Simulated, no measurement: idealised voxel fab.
process module | voxel released beams
cross-section cut | 195 nm wide | cells 5 nm
A cross-section is a grid of square cells, given in bands from the top down. A band is one or more rows of cells.
Each band's line starts with the height of the band's top and of its bottom, in nm. Then come its materials from left to right, each with its width in nm. One material with "throughout" fills the band from edge to edge. "air" is empty space.
Height 0 is the level under which the wafer as received is all one material. The lowest band goes on downwards, as in "0 down".
A width such as "30 to 40" changes by the same amount from each row of cells to the next, from the band's top row to its bottom row.
"no change" after a step means that no cell of the cross-section changed.
closed voids: empty space of 8 cells or more with no open way to the top, each as width x height at its distance from the left edge, in nm
after a step's settings: what the simulator itself notes on the step
overlay nm, on a step with a mask: how far to the right of its planned place the mask lay; to the left if negative
plan
1 op RECEIVE | material Si
2 op CONFORMAL_DEP | material SiN | thk nm 10
3 op DIRECTIONAL_DEP | material SiO2 | thk nm 10
4 op DIRECTIONAL_DEP | material aC | thk nm 10
5 op PATTERN | tone open | mask id ANCHOR | material resist | width nm 45 | thk nm 25 | overlay nm 0
6 op DIRECTIONAL_ETCH | etch materials aC | depth nm 10
7 op STRIP | etch materials resist
8 op DIRECTIONAL_ETCH | etch materials SiO2 | depth nm 10
9 op STRIP | etch materials aC
10 op CONFORMAL_DEP | material polySi | thk nm 15
11 op DIRECTIONAL_DEP | material aC | thk nm 15
12 op PATTERN | tone cover | mask id BEAM | material resist | width nm 100 | thk nm 30 | overlay nm 0
13 op DIRECTIONAL_ETCH | etch materials aC | depth nm 15
14 op STRIP | etch materials resist
15 op DIRECTIONAL_ETCH | etch materials polySi | depth nm 15
16 op STRIP | etch materials aC
17 op STRIP | etch materials SiO2
as received, after step 1
  0 down: Si throughout
  closed voids: none
first wafer at the end, as planned
  35 to 25: air 45 | polySi 20 | air 15 | polySi 65 | air 50
  25 to 20: air 45 | polySi 100 | air 50
  20 to 10: air 50 | polySi 45 | air 100
  10 to 0: SiN throughout
  0 down: Si throughout
  closed voids: none
second wafer at the end: like start, like plan, one mistake
  35 to 20: air 45 | polySi 100 | air 50
  20 to 10: SiN throughout
  10 to 0: SiO2 throughout
  0 down: Si throughout
  closed voids: none
what went wrong: steps 2 and 3 were swapped
at the end the second wafer has, in cells: 78 more of SiO2 | 12 fewer of polySi
